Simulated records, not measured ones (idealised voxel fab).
Module name: voxel transistor to metal (process module)
The cross-section shown here is cut; it is 200 nm wide and divided into square cells measuring 5 nm on a side.
Just so we're on the same page, the cross-sections are grids of square cells, and they're listed out in bands top to bottom, each band one or more rows deep. It is stipulated that each band's entry specify, in nanometres, the height of the top of the band and then that of its bottom, followed by the materials of the band in left-to-right sequence, each together with its width in nanometres. A single material marked by the word "edge to edge" is understood to fill the band from edge to edge; the word "air" is understood to denote empty space. Height reference: 0 = level under which incoming wafer is all one material. Lowest band: no bottom, runs on downward, e.g. "0 nm and below". Width "30 to 40": first value at the band's top row of cells, second value at its bottom row, equal change from row to row. For the purposes of this document, the phrase "no alteration" attached to a step denotes that no cell within the cross-section was modified by that step. Voids not open to the top, 8 cells minimum: see "Sealed void inventory". Written width x height at distance; distance is from the left edge; nm. Read whatever lies past the settings on a step's line as the simulator's own remark about the step. A step line may carry the setting "overlay nm", which, for steps involving a mask, states the distance by which the mask lay to the right of its intended position; negative values denote displacement to the left.

### Planned process steps
1. RECEIVE (material Si)
2. OXIDIZE (depth nm 5)
3. CONFORMAL_DEP (material SiN; thk nm 15)
4. MASKED_ETCH (tone cover; mask id ACTIVE; width nm 110; etch materials SiN; depth nm 15; overlay nm 0)
5. MASKED_ETCH (tone cover; mask id ACTIVE; width nm 110; etch materials SiO2; depth nm 5; overlay nm 0)
6. MASKED_ETCH (tone cover; mask id ACTIVE; width nm 110; etch materials Si; depth nm 25; overlay nm 0)
7. FILL_DEP (material SiO2; thk nm 5)
8. CMP (height nm 15)
9. SELECTIVE_ETCH (etch materials SiO2; depth nm 10)
10. STRIP (etch materials SiN)
11. SELECTIVE_ETCH (etch materials SiO2; depth nm 5)
12. OXIDIZE (depth nm 5)
13. DIRECTIONAL_DEP (material polySi; thk nm 20)
14. DIRECTIONAL_DEP (material SiCN; thk nm 15)
15. MASKED_ETCH (tone cover; mask id GATE; width nm 30; etch materials SiCN; depth nm 25; overlay nm 0)
16. MASKED_ETCH (tone cover; mask id GATE; width nm 30; etch materials polySi; depth nm 30; overlay nm 0)
17. CONFORMAL_DEP (material SiN; thk nm 10)
18. DIRECTIONAL_ETCH (etch materials SiN; depth nm 10)
19. DIRECTIONAL_ETCH (etch materials SiO2; depth nm 5)
20. DIRECTIONAL_ETCH (etch materials Si; depth nm 10)
21. EPI (material SiGe; thk nm 10)
22. FILL_DEP (material SiO2; thk nm 10)
23. CMP (height nm 15)
24. STRIP (etch materials polySi)
25. SELECTIVE_ETCH (etch materials SiO2; depth nm 5)
26. CONFORMAL_DEP (material HfO2; thk nm 5)
27. CONFORMAL_DEP (material TiN; thk nm 5)
28. FILL_DEP (material W; thk nm 10)
29. CMP (height nm 10)
30. DIRECTIONAL_DEP (material SiO2; thk nm 15)
31. MASKED_ETCH (tone open; mask id CONTACT; width nm 20; pitch nm 80; etch materials SiO2; depth nm 35; overlay nm 0)
32. CONFORMAL_DEP (material TiN; thk nm 5)
33. FILL_DEP (material W; thk nm 5)
34. CMP (height nm 25)
35. DIRECTIONAL_DEP (material TiN; thk nm 5)
36. DIRECTIONAL_DEP (material W; thk nm 20)
37. DIRECTIONAL_DEP (material aC; thk nm 10)
38. PATTERN (tone cover; mask id METAL_1; material resist; width nm 20; pitch nm 80; thk nm 25; overlay nm 0)
39. DIRECTIONAL_ETCH (etch materials aC; depth nm 10)
40. STRIP (etch materials resist)
41. DIRECTIONAL_ETCH (etch materials W; depth nm 20)
42. DIRECTIONAL_ETCH (etch materials TiN; depth nm 5)
43. STRIP (etch materials aC)
44. CONFORMAL_DEP (material SiN; thk nm 5)
45. FILL_DEP (material SiO2; thk nm 10)
46. CMP (height nm 50)
47. CONFORMAL_DEP (material SiN; thk nm 5)

### Delivered wafer in cross-section: state after step 1
- 0 nm and below | Si edge to edge
- Sealed void inventory: none

### Cross-section at module end, one run error; start and plan unchanged from above
- 55 nm to 50 nm | SiN edge to edge
- 50 nm to 30 nm | SiO2 45 / SiN 5 / W 20 / SiN 5 / SiO2 50 / SiN 5 / W 20 / SiN 5 / SiO2 45
- 30 nm to 25 nm | SiN 50 / TiN 20 / SiN 60 / TiN 20 / SiN 50
- 25 nm to 10 nm | SiO2 50 / TiN 5 / W 10 / TiN 5 / SiO2 60 / TiN 5 / W 10 / TiN 5 / SiO2 50
- 10 nm to 5 nm | SiO2 50 / TiN 5 / W 5 / TiN 10 / SiO2 5 / SiN 10 / HfO2 5 / TiN 5 / W 10 / TiN 5 / HfO2 5 / SiN 10 / SiO2 5 / TiN 10 / W 5 / TiN 5 / SiO2 50
- 5 nm to 0 nm | SiO2 50 / TiN 5 / W 5 / TiN 5 / SiGe 10 / SiN 10 / HfO2 5 / TiN 20 / HfO2 5 / SiN 10 / SiGe 10 / TiN 5 / W 5 / TiN 5 / SiO2 50
- 0 nm to -5 nm | SiO2 50 / TiN 15 / SiGe 10 / SiO2 5 / HfO2 40 / SiO2 5 / SiGe 10 / TiN 15 / SiO2 50
- -5 nm to -15 nm | SiO2 45 / SiGe 30 / Si 50 / SiGe 30 / SiO2 45
- -15 nm to -30 nm | SiO2 45 / Si 110 / SiO2 45
- -30 nm and below | Si edge to edge
- Sealed void inventory: none
Deviation noted in wafer processing: steps 10 and 11 run out of order (swapped)
